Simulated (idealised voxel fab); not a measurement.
process module | voxel released beams
cross-section cut | 270 nm wide | cells 5 nm
A cross-section is a grid of square cells, given in bands from the top down. A band is one or more rows of cells.
Each band's line starts with the height of the band's top and of its bottom, in nm. Then come its materials from left to right, each with its width in nm. One material with "throughout" fills the band from edge to edge. "air" is empty space.
Height 0 is the level under which the wafer as received is all one material. The lowest band goes on downwards, as in "0 down".
A width such as "30 to 40" changes by the same amount from each row of cells to the next, from the band's top row to its bottom row.
"no change" after a step means that no cell of the cross-section changed.
closed voids: empty space of 8 cells or more with no open way to the top, each as width x height at its distance from the left edge, in nm
after a step's settings: what the simulator itself notes on the step
overlay nm, on a step with a mask: how far to the right of its planned place the mask lay; to the left if negative
plan
1 op RECEIVE | material Si
2 op CONFORMAL_DEP | material Al2O3 | thk nm 10
3 op DIRECTIONAL_DEP | material SiO2 | thk nm 10
4 op PATTERN | tone open | mask id ANCHOR | material resist | width nm 40 | thk nm 20 | overlay nm 0
5 op DIRECTIONAL_ETCH | etch materials SiO2 | depth nm 10
6 op STRIP | etch materials resist
7 op CONFORMAL_DEP | material SiN | thk nm 15
8 op DIRECTIONAL_DEP | material aC | thk nm 15
9 op PATTERN | tone cover | mask id BEAM | material resist | width nm 110 | thk nm 35 | overlay nm 0
10 op DIRECTIONAL_ETCH | etch materials aC | depth nm 15
11 op STRIP | etch materials resist
12 op DIRECTIONAL_ETCH | etch materials SiN | depth nm 15
13 op STRIP | etch materials aC
14 op STRIP | etch materials SiO2
as received, after step 1
  0 down: Si throughout
  closed voids: none
first wafer at the end, as planned
  35 to 25: air 75 | SiN 20 | air 10 | SiN 80 | air 85
  25 to 20: air 75 | SiN 110 | air 85
  20 to 10: air 80 | SiN 40 | air 150
  10 to 0: Al2O3 throughout
  0 down: Si throughout
  closed voids: none
second wafer at the end: like start, like plan, one mistake
  35 to 25: air 75 | SiN 20 | air 15 | SiN 75 | air 85
  25 to 20: air 75 | SiN 110 | air 85
  20 to 10: air 80 | SiN 45 | air 145
  10 to 0: Al2O3 throughout
  0 down: Si throughout
  closed voids: none
what went wrong: step 4 ran as: op PATTERN | tone open | mask id ANCHOR | material resist | width nm 45 | thk nm 20 | overlay nm 0
at the end the second wafer has, in cells: as many of each material as the first, in other places
